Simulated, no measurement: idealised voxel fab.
This section sets out a process module, namely voxel self aligned vias.
This is section cut - it's 285 nm across, gridded in 5 nm square cells.
The cross-sections in this document take the form of a grid made of square cells. They are written out as bands, in order from top to bottom. Each band consists of one or more rows of cells.
It is stipulated that each band's entry specify, in nanometres, the height of the top of the band and then that of its bottom, followed by the materials of the band in left-to-right sequence, each together with its width in nanometres. A single material marked by the word "everywhere" is understood to fill the band from edge to edge; the word "empty" is understood to denote empty space.
Heights are reckoned from 0. Under this level, the received wafer is all of one material. The bottommost band is open-ended downward, for example "0 and below".
With a width like "30..40", each row of cells in the band differs from the next by the same amount, the top row carrying the first number and the bottom row the second.
Step note "no modifications" = no cross-section cell changed.
"Closed void inventory": sealed empty spaces, 8 cells or more, no open way to top, listed width x height at distance, with distance from the left edge and width, height and distance in nm.
Read whatever lies past the settings on a step's line as the simulator's own remark about the step.
A step's line can hold "overlay nm"; with a mask on that step, the setting says how far right of the planned place the mask lay, while a negative setting says it lay to the left.
The planned process steps are enumerated hereunder:
1,RECEIVE with material Si
2,CONFORMAL_DEP with material SiO2, thk nm 10
3,CONFORMAL_DEP with material SiCN, thk nm 5
4,DIRECTIONAL_DEP with material SiO2, thk nm 25
5,DIRECTIONAL_DEP with material aC, thk nm 10
6,PATTERN with tone open, mask id LINES, material resist, width nm 30, pitch nm 75, thk nm 30, overlay nm 0
7,DIRECTIONAL_ETCH with etch materials aC, depth nm 10
8,STRIP with etch materials resist
9,DIRECTIONAL_ETCH with etch materials SiO2, depth nm 25
10,STRIP with etch materials aC
11,CONFORMAL_DEP with material TiN, thk nm 5
12,FILL_DEP with material Ru, thk nm 10
13,CMP with height nm 40
14,SELECTIVE_ETCH with etch materials W Ru TiN, depth nm 10
15,FILL_DEP with material SiN, thk nm 10
16,CMP with height nm 40
17,DIRECTIONAL_DEP with material SiO2, thk nm 15
18,PATTERN with tone open, mask id VIAS, material resist, width nm 50, thk nm 15, overlay nm 0
19,DIRECTIONAL_ETCH with etch materials SiO2, depth nm 15
20,DIRECTIONAL_ETCH with etch materials SiN, depth nm 10
21,STRIP with etch materials resist
22,CONFORMAL_DEP with material TiN, thk nm 5
23,FILL_DEP with material Ru, thk nm 10
24,CMP with height nm 55
25,CONFORMAL_DEP with material SiCN, thk nm 5
Incoming wafer, cross-sectional view, post step 1:
> 0 and below: Si everywhere
> Closed void inventory: none
Starting structure and process plan are as shown above, but one mistake was made in running the module; the wafer cross-section at the end of the module follows:
> 60 down to 55: SiCN everywhere
> 55 down to 45: 80 of SiO2, 5 of TiN, 40 of Ru, 5 of TiN, 155 of SiO2
> 45 down to 40: 80 of SiO2, 15 of TiN, 20 of Ru, 15 of TiN, 155 of SiO2
> 40 down to 35: 90 of SiO2, 5 of TiN, 20 of Ru, 5 of TiN, 45 of SiO2, 30 of SiN, 90 of SiO2
> 35 down to 30: 90 of SiO2, 30 of TiN, 45 of SiO2, 30 of SiN, 90 of SiO2
> 30 down to 20: 90 of SiO2, 5 of TiN, 20 of Ru, 5 of TiN, 45 of SiO2, 5 of TiN, 20 of Ru, 5 of TiN, 90 of SiO2
> 20 down to 15: 90 of SiO2, 30 of TiN, 45 of SiO2, 30 of TiN, 90 of SiO2
> 15 down to 10: SiCN everywhere
> 10 down to 0: W everywhere
> 0 and below: Si everywhere
> Closed void inventory: none
So what did we get wrong on this run? note that step 2 departed from the planned setting and was carried out as CONFORMAL_DEP with material W, thk nm 10
